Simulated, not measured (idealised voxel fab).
process module | voxel ribs on slabs
cross-section cut | 195 nm wide | cells 5 nm
A cross-section is a grid of square cells, given in bands from the top down. A band is one or more rows of cells.
Each band's line starts with the height of the band's top and of its bottom, in nm. Then come its materials from left to right, each with its width in nm. One material with "throughout" fills the band from edge to edge. "air" is empty space.
Height 0 is the level under which the wafer as received is all one material. The lowest band goes on downwards, as in "0 down".
A width such as "30 to 40" changes by the same amount from each row of cells to the next, from the band's top row to its bottom row.
"no change" after a step means that no cell of the cross-section changed.
closed voids: empty space of 8 cells or more with no open way to the top, each as width x height at its distance from the left edge, in nm
after a step's settings: what the simulator itself notes on the step
overlay nm, on a step with a mask: how far to the right of its planned place the mask lay; to the left if negative
plan
1 op RECEIVE | material Si
2 op DIRECTIONAL_DEP | material SiO2 | thk nm 20
3 op DIRECTIONAL_DEP | material polySi | thk nm 25
4 op PATTERN | tone cover | mask id RIB | material resist | width nm 20 | thk nm 15 | overlay nm 0
5 op DIRECTIONAL_ETCH | etch materials polySi | depth nm 15
6 op STRIP | etch materials resist
7 op DIRECTIONAL_DEP | material aC | thk nm 10
8 op PATTERN | tone cover | mask id SLAB | material resist | width nm 80 | thk nm 25 | overlay nm 0
9 op DIRECTIONAL_ETCH | etch materials aC | depth nm 10
10 op STRIP | etch materials resist
11 op DIRECTIONAL_ETCH | etch materials polySi | depth nm 10
12 op STRIP | etch materials aC
13 op FILL_DEP | material SiO2 | thk nm 20
14 op CMP | height nm 60
15 op DIRECTIONAL_DEP | material TiN | thk nm 5
16 op PATTERN | tone cover | mask id HEATER | material resist | width nm 30 | thk nm 15 | overlay nm 0
17 op DIRECTIONAL_ETCH | etch materials TiN | depth nm 5
18 op STRIP | etch materials resist
19 op CONFORMAL_DEP | material SiO2 | thk nm 10
first wafer, as planned
as received, after step 1
  0 down: Si throughout
  closed voids: none
after step 2
  20 to 0: SiO2 throughout
  below 0: unchanged
after step 3
  45 to 20: polySi throughout
  below 20: unchanged
after step 4
  60 to 45: air 85 | resist 20 | air 90
  below 45: unchanged
after step 5
  60 to 45: air 85 | resist 20 | air 90
  45 to 30: air 85 | polySi 20 | air 90
  below 30: unchanged
after step 6
  45 to 30: air 85 | polySi 20 | air 90
  below 30: unchanged
after step 7
  55 to 45: air 85 | aC 20 | air 90
  45 to 40: air 85 | polySi 20 | air 90
  40 to 30: aC 85 | polySi 20 | aC 90
  below 30: unchanged
after step 8
  80 to 55: air 55 | resist 80 | air 60
  55 to 45: air 55 | resist 30 | aC 20 | resist 30 | air 60
  45 to 40: air 55 | resist 30 | polySi 20 | resist 30 | air 60
  below 40: unchanged
after step 9
  70 to 55: air 55 | resist 80 | air 60
  55 to 45: air 55 | resist 30 | aC 20 | resist 30 | air 60
  45 to 40: air 55 | resist 30 | polySi 20 | resist 30 | air 60
  40 to 30: air 55 | aC 30 | polySi 20 | aC 30 | air 60
  below 30: unchanged
after step 10
  55 to 45: air 85 | aC 20 | air 90
  45 to 40: air 85 | polySi 20 | air 90
  below 40: unchanged
after step 11
  55 to 45: air 85 | aC 20 | air 90
  45 to 40: air 85 | polySi 20 | air 90
  40 to 30: air 55 | aC 30 | polySi 20 | aC 30 | air 60
  30 to 20: air 55 | polySi 80 | air 60
  below 20: unchanged
after step 12
  45 to 30: air 85 | polySi 20 | air 90
  below 30: unchanged
after step 13
  65 to 45: SiO2 throughout
  45 to 30: SiO2 85 | polySi 20 | SiO2 90
  30 to 20: SiO2 55 | polySi 80 | SiO2 60
  below 20: unchanged
after step 14
  60 to 45: SiO2 throughout
  below 45: unchanged
after step 15
  65 to 60: TiN throughout
  below 60: unchanged
after step 16
  80 to 65: air 80 | resist 30 | air 85
  below 65: unchanged
after step 17
  80 to 65: air 80 | resist 30 | air 85
  65 to 60: air 80 | TiN 30 | air 85
  below 60: unchanged
after step 18
  65 to 60: air 80 | TiN 30 | air 85
  below 60: unchanged
after step 19
  75 to 70: air 70 | SiO2 50 | air 75
  70 to 65: SiO2 throughout
  65 to 60: SiO2 80 | TiN 30 | SiO2 85
  below 60: unchanged
second wafer: like start, like plan, one mistake. Through step 18 it matches the first wafer
when step 19 should have ended: no change
what went wrong: step 19 was left out
at the end the second wafer has, in cells: 82 fewer of SiO2
